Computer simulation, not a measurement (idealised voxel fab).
process module | voxel transistor to metal
cross-section cut | 225 nm wide | cells 5 nm
A cross-section is a grid of square cells, given in bands from the top down. A band is one or more rows of cells.
Each band's line starts with the height of the band's top and of its bottom, in nm. Then come its materials from left to right, each with its width in nm. One material with "throughout" fills the band from edge to edge. "air" is empty space.
Height 0 is the level under which the wafer as received is all one material. The lowest band goes on downwards, as in "0 down".
A width such as "30 to 40" changes by the same amount from each row of cells to the next, from the band's top row to its bottom row.
"no change" after a step means that no cell of the cross-section changed.
closed voids: empty space of 8 cells or more with no open way to the top, each as width x height at its distance from the left edge, in nm
after a step's settings: what the simulator itself notes on the step
overlay nm, on a step with a mask: how far to the right of its planned place the mask lay; to the left if negative
plan
1 op RECEIVE | material Si
2 op CONFORMAL_DEP | material SiO2 | thk nm 5
3 op CONFORMAL_DEP | material SiN | thk nm 15
4 op MASKED_ETCH | tone cover | mask id ACTIVE | width nm 85 | pitch nm 110 | etch materials SiN | depth nm 15 | overlay nm 0
5 op MASKED_ETCH | tone cover | mask id ACTIVE | width nm 85 | pitch nm 110 | etch materials SiO2 | depth nm 5 | overlay nm 0
6 op MASKED_ETCH | tone cover | mask id ACTIVE | width nm 85 | pitch nm 110 | etch materials Si | depth nm 30 | overlay nm 0
7 op OXIDIZE | depth nm 5
8 op FILL_DEP | material SiO2 | thk nm 10
9 op CMP | height nm 20
10 op SELECTIVE_ETCH | etch materials SiO2 | depth nm 10
11 op STRIP | etch materials SiN
12 op SELECTIVE_ETCH | etch materials SiO2 | depth nm 5
13 op OXIDIZE | depth nm 5
14 op DIRECTIONAL_DEP | material polySi | thk nm 25
15 op DIRECTIONAL_DEP | material SiCN | thk nm 15
16 op DIRECTIONAL_DEP | material aC | thk nm 10
17 op PATTERN | tone cover | mask id GATE | material resist | width nm 15 | pitch nm 110 | thk nm 30 | overlay nm 0
18 op DIRECTIONAL_ETCH | etch materials aC | depth nm 10
19 op STRIP | etch materials resist
20 op DIRECTIONAL_ETCH | etch materials SiCN | depth nm 25
21 op DIRECTIONAL_ETCH | etch materials polySi | depth nm 35
22 op STRIP | etch materials aC
23 op CONFORMAL_DEP | material SiN | thk nm 5
24 op DIRECTIONAL_ETCH | etch materials SiN | depth nm 5
25 op DIRECTIONAL_ETCH | etch materials SiO2 | depth nm 5
26 op DIRECTIONAL_ETCH | etch materials Si | depth nm 15
27 op EPI | material pSi | thk nm 15
28 op FILL_DEP | material SiO2 | thk nm 10
29 op CMP | height nm 40
30 op DIRECTIONAL_DEP | material SiO2 | thk nm 15
31 op MASKED_ETCH | tone open | mask id CONTACT | width nm 15 | etch materials SiO2 | depth nm 60 | overlay nm 0
32 op CONFORMAL_DEP | material TiN | thk nm 5
33 op FILL_DEP | material W | thk nm 5
34 op CMP | height nm 55
35 op CONFORMAL_DEP | material SiCN | thk nm 5
36 op DIRECTIONAL_DEP | material SiO2 | thk nm 15
37 op MASKED_ETCH | tone open | mask id METAL_1 | width nm 15 | etch materials SiO2 | depth nm 15 | overlay nm 0
38 op MASKED_ETCH | tone open | mask id METAL_1 | width nm 15 | etch materials SiCN | depth nm 5 | overlay nm 0
39 op CONFORMAL_DEP | material TiN | thk nm 5
40 op FILL_DEP | material Ru | thk nm 10
41 op CMP | height nm 75
42 op CONFORMAL_DEP | material SiN | thk nm 5
as received, after step 1
  0 down: Si throughout
  closed voids: none
first wafer at the end, as planned
  80 to 75: SiN throughout
  75 to 60: SiO2 20 | TiN 5 | Ru 5 | TiN 5 | SiO2 45 | TiN 5 | Ru 5 | TiN 5 | SiO2 35 | TiN 5 | Ru 5 | TiN 5 | SiO2 45 | TiN 5 | Ru 5 | TiN 5 | SiO2 20
  60 to 55: SiCN 20 | TiN 15 | SiCN 45 | TiN 15 | SiCN 35 | TiN 15 | SiCN 45 | TiN 15 | SiCN 20
  55 to 40: SiO2 20 | TiN 5 | W 5 | TiN 5 | SiO2 45 | TiN 5 | W 5 | TiN 5 | SiO2 35 | TiN 5 | W 5 | TiN 5 | SiO2 45 | TiN 5 | W 5 | TiN 5 | SiO2 20
  40 to 25: SiO2 20 | TiN 5 | W 5 | TiN 5 | SiO2 10 | SiN 5 | SiCN 15 | SiN 5 | SiO2 10 | TiN 5 | W 5 | TiN 5 | SiO2 35 | TiN 5 | W 5 | TiN 5 | SiO2 10 | SiN 5 | SiCN 15 | SiN 5 | SiO2 10 | TiN 5 | W 5 | TiN 5 | SiO2 20
  25 to 15: SiO2 20 | TiN 5 | W 5 | TiN 5 | SiO2 10 | SiN 5 | polySi 15 | SiN 5 | SiO2 10 | TiN 5 | W 5 | TiN 5 | SiO2 35 | TiN 5 | W 5 | TiN 5 | SiO2 10 | SiN 5 | polySi 15 | SiN 5 | SiO2 10 | TiN 5 | W 5 | TiN 5 | SiO2 20
  15 to 10: SiO2 20 | TiN 15 | SiO2 10 | SiN 5 | polySi 15 | SiN 5 | SiO2 10 | TiN 15 | SiO2 35 | TiN 15 | SiO2 10 | SiN 5 | polySi 15 | SiN 5 | SiO2 10 | TiN 15 | SiO2 20
  10 to 5: SiO2 20 | TiN 10 | pSi 15 | SiN 5 | polySi 15 | SiN 5 | pSi 15 | TiN 10 | SiO2 35 | TiN 10 | pSi 15 | SiN 5 | polySi 15 | SiN 5 | pSi 15 | TiN 10 | SiO2 20
  5 to 0: SiO2 10 | SiN 5 | SiO2 5 | TiN 10 | pSi 15 | SiN 5 | polySi 15 | SiN 5 | pSi 15 | TiN 10 | SiO2 5 | SiN 5 | SiO2 15 | SiN 5 | SiO2 5 | TiN 10 | pSi 15 | SiN 5 | polySi 15 | SiN 5 | pSi 15 | TiN 10 | SiO2 5 | SiN 5 | SiO2 10
  0 to -5: SiO2 20 | TiN 10 | pSi 15 | SiO2 25 | pSi 15 | TiN 10 | SiO2 35 | TiN 10 | pSi 15 | SiO2 25 | pSi 15 | TiN 10 | SiO2 20
  -5 to -20: SiO2 20 | pSi 25 | Si 25 | pSi 25 | SiO2 35 | pSi 25 | Si 25 | pSi 25 | SiO2 20
  -20 to -35: SiO2 20 | Si 75 | SiO2 35 | Si 75 | SiO2 20
  -35 down: Si throughout
  closed voids: none
second wafer at the end: like start, like plan, one mistake
  80 to 75: SiN throughout
  75 to 65: Ru throughout
  65 to 60: TiN 25 | Ru 5 | TiN 55 | Ru 5 | TiN 45 | Ru 5 | TiN 55 | Ru 5 | TiN 25
  60 to 55: SiCN 20 | TiN 15 | SiCN 45 | TiN 15 | SiCN 35 | TiN 15 | SiCN 45 | TiN 15 | SiCN 20
  55 to 40: SiO2 20 | TiN 5 | W 5 | TiN 5 | SiO2 45 | TiN 5 | W 5 | TiN 5 | SiO2 35 | TiN 5 | W 5 | TiN 5 | SiO2 45 | TiN 5 | W 5 | TiN 5 | SiO2 20
  40 to 25: SiO2 20 | TiN 5 | W 5 | TiN 5 | SiO2 10 | SiN 5 | SiCN 15 | SiN 5 | SiO2 10 | TiN 5 | W 5 | TiN 5 | SiO2 35 | TiN 5 | W 5 | TiN 5 | SiO2 10 | SiN 5 | SiCN 15 | SiN 5 | SiO2 10 | TiN 5 | W 5 | TiN 5 | SiO2 20
  25 to 15: SiO2 20 | TiN 5 | W 5 | TiN 5 | SiO2 10 | SiN 5 | polySi 15 | SiN 5 | SiO2 10 | TiN 5 | W 5 | TiN 5 | SiO2 35 | TiN 5 | W 5 | TiN 5 | SiO2 10 | SiN 5 | polySi 15 | SiN 5 | SiO2 10 | TiN 5 | W 5 | TiN 5 | SiO2 20
  15 to 10: SiO2 20 | TiN 15 | SiO2 10 | SiN 5 | polySi 15 | SiN 5 | SiO2 10 | TiN 15 | SiO2 35 | TiN 15 | SiO2 10 | SiN 5 | polySi 15 | SiN 5 | SiO2 10 | TiN 15 | SiO2 20
  10 to 5: SiO2 20 | TiN 10 | pSi 15 | SiN 5 | polySi 15 | SiN 5 | pSi 15 | TiN 10 | SiO2 35 | TiN 10 | pSi 15 | SiN 5 | polySi 15 | SiN 5 | pSi 15 | TiN 10 | SiO2 20
  5 to 0: SiO2 10 | SiN 5 | SiO2 5 | TiN 10 | pSi 15 | SiN 5 | polySi 15 | SiN 5 | pSi 15 | TiN 10 | SiO2 5 | SiN 5 | SiO2 15 | SiN 5 | SiO2 5 | TiN 10 | pSi 15 | SiN 5 | polySi 15 | SiN 5 | pSi 15 | TiN 10 | SiO2 5 | SiN 5 | SiO2 10
  0 to -5: SiO2 20 | TiN 10 | pSi 15 | SiO2 25 | pSi 15 | TiN 10 | SiO2 35 | TiN 10 | pSi 15 | SiO2 25 | pSi 15 | TiN 10 | SiO2 20
  -5 to -20: SiO2 20 | pSi 25 | Si 25 | pSi 25 | SiO2 35 | pSi 25 | Si 25 | pSi 25 | SiO2 20
  -20 to -35: SiO2 20 | Si 75 | SiO2 35 | Si 75 | SiO2 20
  -35 down: Si throughout
  closed voids: none
what went wrong: step 36 was left out
at the end the second wafer has, in cells: 82 more of Ru | 99 fewer of SiO2 | 17 more of TiN
